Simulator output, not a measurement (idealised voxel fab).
Module name: voxel transistor to metal (process module)
cross-section cut | 290 nm wide | cells 5 nm
In what follows, cross-sections appear as grids of square cells, described through bands that run from the top down, where every band is one or more rows of cells.
The entry gives the band's vertical extent as a top height and a bottom height in nm, then its horizontal make-up as materials from left to right, each with a width in nm. "blank" stands for empty space; a single material marked "everywhere" fills the band edge to edge.
Below 0: as-received wafer, all one material; heights counted from there. Lowest band: no bottom, goes on down, written "top 0, no bottom".
Width "30->40": first value at the band's top row of cells, second value at its bottom row, equal change from row to row.
"nothing got changed" after a step means that no cell of the cross-section changed.
"Enclosed void inventory": empty spaces of 8 cells or more with no open way to the top, each given as width x height at distance, distance from the left edge, all in nm.
Past the settings on a step's line: simulator remark, on that step.
overlay nm: mask offset rightward from planned place, masked step; negative means leftward offset.

The following list gives the planned process steps:
- 1: RECEIVE with material Si
- 2: CONFORMAL_DEP with material SiO2, thk nm 5
- 3: CONFORMAL_DEP with material SiN, thk nm 15
- 4: DIRECTIONAL_DEP with material aC, thk nm 10
- 5: PATTERN with tone cover, mask id ACTIVE, material resist, width nm 105, pitch nm 135, thk nm 30, overlay nm 0
- 6: DIRECTIONAL_ETCH with etch materials aC, depth nm 10
- 7: STRIP with etch materials resist
- 8: DIRECTIONAL_ETCH with etch materials SiN, depth nm 15
- 9: DIRECTIONAL_ETCH with etch materials SiO2, depth nm 5
- 10: DIRECTIONAL_ETCH with etch materials Si, depth nm 35
- 11: STRIP with etch materials aC
- 12: OXIDIZE with depth nm 5
- 13: FILL_DEP with material SiO2, thk nm 15
- 14: CMP with height nm 20
- 15: SELECTIVE_ETCH with etch materials SiO2, depth nm 10
- 16: STRIP with etch materials SiN
- 17: SELECTIVE_ETCH with etch materials SiO2, depth nm 5
- 18: OXIDIZE with depth nm 5
- 19: DIRECTIONAL_DEP with material polySi, thk nm 25
- 20: DIRECTIONAL_DEP with material SiCN, thk nm 10
- 21: MASKED_ETCH with tone cover, mask id GATE, width nm 25, pitch nm 135, etch materials SiCN, depth nm 20, overlay nm 0
- 22: MASKED_ETCH with tone cover, mask id GATE, width nm 25, pitch nm 135, etch materials polySi, depth nm 35, overlay nm 0
- 23: CONFORMAL_DEP with material SiO2, thk nm 5
- 24: DIRECTIONAL_ETCH with etch materials SiO2, depth nm 5
- 25: CONFORMAL_DEP with material SiN, thk nm 10
- 26: DIRECTIONAL_ETCH with etch materials SiN, depth nm 10
- 27: DIRECTIONAL_ETCH with etch materials SiO2, depth nm 5
- 28: DIRECTIONAL_ETCH with etch materials Si, depth nm 10
- 29: EPI with material pSi, thk nm 15
- 30: FILL_DEP with material SiO2, thk nm 10
- 31: CMP with height nm 25
- 32: STRIP with etch materials polySi
- 33: SELECTIVE_ETCH with etch materials SiO2, depth nm 5
- 34: CONFORMAL_DEP with material HfO2, thk nm 5
- 35: CONFORMAL_DEP with material TiN, thk nm 5
- 36: FILL_DEP with material W, thk nm 10
- 37: CMP with height nm 20
- 38: DIRECTIONAL_DEP with material SiO2, thk nm 10
- 39: DIRECTIONAL_DEP with material aC, thk nm 15
- 40: PATTERN with tone open, mask id CONTACT, material resist, width nm 20, thk nm 35, overlay nm 0
- 41: DIRECTIONAL_ETCH with etch materials aC, depth nm 15
- 42: STRIP with etch materials resist
- 43: DIRECTIONAL_ETCH with etch materials SiO2, depth nm 20
- 44: STRIP with etch materials aC
- 45: CONFORMAL_DEP with material TiN, thk nm 5
- 46: FILL_DEP with material Ru, thk nm 5
- 47: CMP with height nm 30
- 48: DIRECTIONAL_DEP with material TiN, thk nm 5
- 49: DIRECTIONAL_DEP with material W, thk nm 20
- 50: DIRECTIONAL_DEP with material aC, thk nm 10
- 51: PATTERN with tone cover, mask id METAL_1, material resist, width nm 20, thk nm 25, overlay nm 0
- 52: DIRECTIONAL_ETCH with etch materials aC, depth nm 10
- 53: STRIP with etch materials resist
- 54: DIRECTIONAL_ETCH with etch materials W, depth nm 20
- 55: DIRECTIONAL_ETCH with etch materials TiN, depth nm 5
- 56: STRIP with etch materials aC
- 57: FILL_DEP with material lowk, thk nm 10
- 58: CMP with height nm 55
- 59: CONFORMAL_DEP with material SiCN, thk nm 5
- 60: DIRECTIONAL_DEP with material SiO2, thk nm 35
- 61: MASKED_ETCH with tone open, mask id METAL_2_HOLES, width nm 15, pitch nm 135, etch materials SiO2, depth nm 35, overlay nm 0
- 62: DIRECTIONAL_DEP with material aC, thk nm 10
- 63: PATTERN with tone open, mask id METAL_2, material resist, width nm 20, pitch nm 135, thk nm 25, overlay nm 0
- 64: DIRECTIONAL_ETCH with etch materials aC, depth nm 10
- 65: STRIP with etch materials resist
- 66: DIRECTIONAL_ETCH with etch materials SiO2, depth nm 20
- 67: DIRECTIONAL_ETCH with etch materials SiCN, depth nm 5
- 68: STRIP with etch materials aC
- 69: CONFORMAL_DEP with material TiN, thk nm 5
- 70: FILL_DEP with material Cu, thk nm 10
- 71: CMP with height nm 95
- 72: CONFORMAL_DEP with material SiN, thk nm 5

Shown in cross-section is the wafer as received, that is, as it stands after step 1:
> top 0, no bottom = Si everywhere
> Enclosed void inventory: none

Cross-section taken at module completion on the first of two wafers; processed per the plan:
> top 100, bottom 95 = SiN everywhere
> top 95, bottom 80 = 30 of SiO2; 5 of TiN; 10 of Cu; 5 of TiN; 115 of SiO2; 5 of TiN; 10 of Cu; 5 of TiN; 105 of SiO2
> top 80, bottom 75 = 30 of SiO2; 5 of TiN; 5 of Cu; 10 of TiN; 115 of SiO2; 5 of TiN; 5 of Cu; 10 of TiN; 105 of SiO2
> top 75, bottom 60 = 30 of SiO2; 5 of TiN; 5 of Cu; 5 of TiN; 120 of SiO2; 5 of TiN; 5 of Cu; 5 of TiN; 110 of SiO2
> top 60, bottom 55 = 30 of SiCN; 15 of TiN; 120 of SiCN; 15 of TiN; 110 of SiCN
> top 55, bottom 35 = 30 of lowk; 20 of W; 55 of lowk; 20 of W; 40 of lowk; 20 of W; 55 of lowk; 20 of W; 30 of lowk
> top 35, bottom 30 = 30 of lowk; 20 of TiN; 55 of lowk; 20 of TiN; 40 of lowk; 20 of TiN; 55 of lowk; 20 of TiN; 30 of lowk
> top 30, bottom 20 = 30 of SiO2; 5 of TiN; 10 of Ru; 5 of TiN; 55 of SiO2; 5 of TiN; 10 of Ru; 5 of TiN; 40 of SiO2; 5 of TiN; 10 of Ru; 5 of TiN; 55 of SiO2; 5 of TiN; 10 of Ru; 5 of TiN; 30 of SiO2
> top 20, bottom 15 = 30 of SiO2; 5 of TiN; 10 of Ru; 5 of TiN; 10 of SiN; 5 of HfO2; 5 of TiN; 15 of W; 5 of TiN; 5 of HfO2; 10 of SiN; 5 of TiN; 10 of Ru; 5 of TiN; 40 of SiO2; 5 of TiN; 10 of Ru; 5 of TiN; 10 of SiN; 5 of HfO2; 5 of TiN; 15 of W; 5 of TiN; 5 of HfO2; 10 of SiN; 5 of TiN; 10 of Ru; 5 of TiN; 30 of SiO2
> top 15, bottom 10 = 30 of SiO2; 20 of TiN; 10 of SiN; 5 of HfO2; 5 of TiN; 15 of W; 5 of TiN; 5 of HfO2; 10 of SiN; 20 of TiN; 40 of SiO2; 20 of TiN; 10 of SiN; 5 of HfO2; 5 of TiN; 15 of W; 5 of TiN; 5 of HfO2; 10 of SiN; 20 of TiN; 30 of SiO2
> top 10, bottom 5 = 30 of SiO2; 20 of pSi; 10 of SiN; 5 of HfO2; 5 of TiN; 15 of W; 5 of TiN; 5 of HfO2; 10 of SiN; 20 of pSi; 40 of SiO2; 20 of pSi; 10 of SiN; 5 of HfO2; 5 of TiN; 15 of W; 5 of TiN; 5 of HfO2; 10 of SiN; 20 of pSi; 30 of SiO2
> top 5, bottom 0 = 25 of SiO2; 10 of SiN; 15 of pSi; 10 of SiN; 5 of HfO2; 25 of TiN; 5 of HfO2; 10 of SiN; 15 of pSi; 10 of SiN; 30 of SiO2; 10 of SiN; 15 of pSi; 10 of SiN; 5 of HfO2; 25 of TiN; 5 of HfO2; 10 of SiN; 15 of pSi; 10 of SiN; 25 of SiO2
> top 0, bottom -5 = 35 of SiO2; 15 of pSi; 10 of SiO2; 35 of HfO2; 10 of SiO2; 15 of pSi; 50 of SiO2; 15 of pSi; 10 of SiO2; 35 of HfO2; 10 of SiO2; 15 of pSi; 35 of SiO2
> top -5, bottom -15 = 30 of SiO2; 5 of Si; 15 of pSi; 55 of Si; 15 of pSi; 5 of Si; 40 of SiO2; 5 of Si; 15 of pSi; 55 of Si; 15 of pSi; 5 of Si; 30 of SiO2
> top -15, bottom -40 = 30 of SiO2; 95 of Si; 40 of SiO2; 95 of Si; 30 of SiO2
> top -40, no bottom = Si everywhere
> Enclosed void inventory: none

Cross-section of the latter of the two wafers at module completion. It had an identical start and an identical plan to the former; in running it, one mistake was made:
> top 100, bottom 95 = SiN everywhere
> top 95, bottom 80 = 30 of SiO2; 5 of TiN; 5 of Cu; 5 of TiN; 120 of SiO2; 5 of TiN; 5 of Cu; 5 of TiN; 110 of SiO2
> top 80, bottom 75 = 30 of SiO2; 15 of TiN; 120 of SiO2; 15 of TiN; 110 of SiO2
> top 75, bottom 60 = SiO2 everywhere
> top 60, bottom 55 = SiCN everywhere
> top 55, bottom 35 = 30 of lowk; 20 of W; 55 of lowk; 20 of W; 40 of lowk; 20 of W; 55 of lowk; 20 of W; 30 of lowk
> top 35, bottom 30 = 30 of lowk; 20 of TiN; 55 of lowk; 20 of TiN; 40 of lowk; 20 of TiN; 55 of lowk; 20 of TiN; 30 of lowk
> top 30, bottom 20 = 30 of SiO2; 5 of TiN; 10 of Ru; 5 of TiN; 55 of SiO2; 5 of TiN; 10 of Ru; 5 of TiN; 40 of SiO2; 5 of TiN; 10 of Ru; 5 of TiN; 55 of SiO2; 5 of TiN; 10 of Ru; 5 of TiN; 30 of SiO2
> top 20, bottom 15 = 30 of SiO2; 5 of TiN; 10 of Ru; 5 of TiN; 10 of SiN; 5 of HfO2; 5 of TiN; 15 of W; 5 of TiN; 5 of HfO2; 10 of SiN; 5 of TiN; 10 of Ru; 5 of TiN; 40 of SiO2; 5 of TiN; 10 of Ru; 5 of TiN; 10 of SiN; 5 of HfO2; 5 of TiN; 15 of W; 5 of TiN; 5 of HfO2; 10 of SiN; 5 of TiN; 10 of Ru; 5 of TiN; 30 of SiO2
> top 15, bottom 10 = 30 of SiO2; 20 of TiN; 10 of SiN; 5 of HfO2; 5 of TiN; 15 of W; 5 of TiN; 5 of HfO2; 10 of SiN; 20 of TiN; 40 of SiO2; 20 of TiN; 10 of SiN; 5 of HfO2; 5 of TiN; 15 of W; 5 of TiN; 5 of HfO2; 10 of SiN; 20 of TiN; 30 of SiO2
> top 10, bottom 5 = 30 of SiO2; 20 of pSi; 10 of SiN; 5 of HfO2; 5 of TiN; 15 of W; 5 of TiN; 5 of HfO2; 10 of SiN; 20 of pSi; 40 of SiO2; 20 of pSi; 10 of SiN; 5 of HfO2; 5 of TiN; 15 of W; 5 of TiN; 5 of HfO2; 10 of SiN; 20 of pSi; 30 of SiO2
> top 5, bottom 0 = 25 of SiO2; 10 of SiN; 15 of pSi; 10 of SiN; 5 of HfO2; 25 of TiN; 5 of HfO2; 10 of SiN; 15 of pSi; 10 of SiN; 30 of SiO2; 10 of SiN; 15 of pSi; 10 of SiN; 5 of HfO2; 25 of TiN; 5 of HfO2; 10 of SiN; 15 of pSi; 10 of SiN; 25 of SiO2
> top 0, bottom -5 = 35 of SiO2; 15 of pSi; 10 of SiO2; 35 of HfO2; 10 of SiO2; 15 of pSi; 50 of SiO2; 15 of pSi; 10 of SiO2; 35 of HfO2; 10 of SiO2; 15 of pSi; 35 of SiO2
> top -5, bottom -15 = 30 of SiO2; 5 of Si; 15 of pSi; 55 of Si; 15 of pSi; 5 of Si; 40 of SiO2; 5 of Si; 15 of pSi; 55 of Si; 15 of pSi; 5 of Si; 30 of SiO2
> top -15, bottom -40 = 30 of SiO2; 95 of Si; 40 of SiO2; 95 of Si; 30 of SiO2
> top -40, no bottom = Si everywhere
> Enclosed void inventory: none
Plan not followed: twice over, step 60 of the plan was run
Looking at both finished wafers in cells, the second ends up ahead of or behind the first on some materials: -14 Cu; +6 SiCN; +26 SiO2; -18 TiN
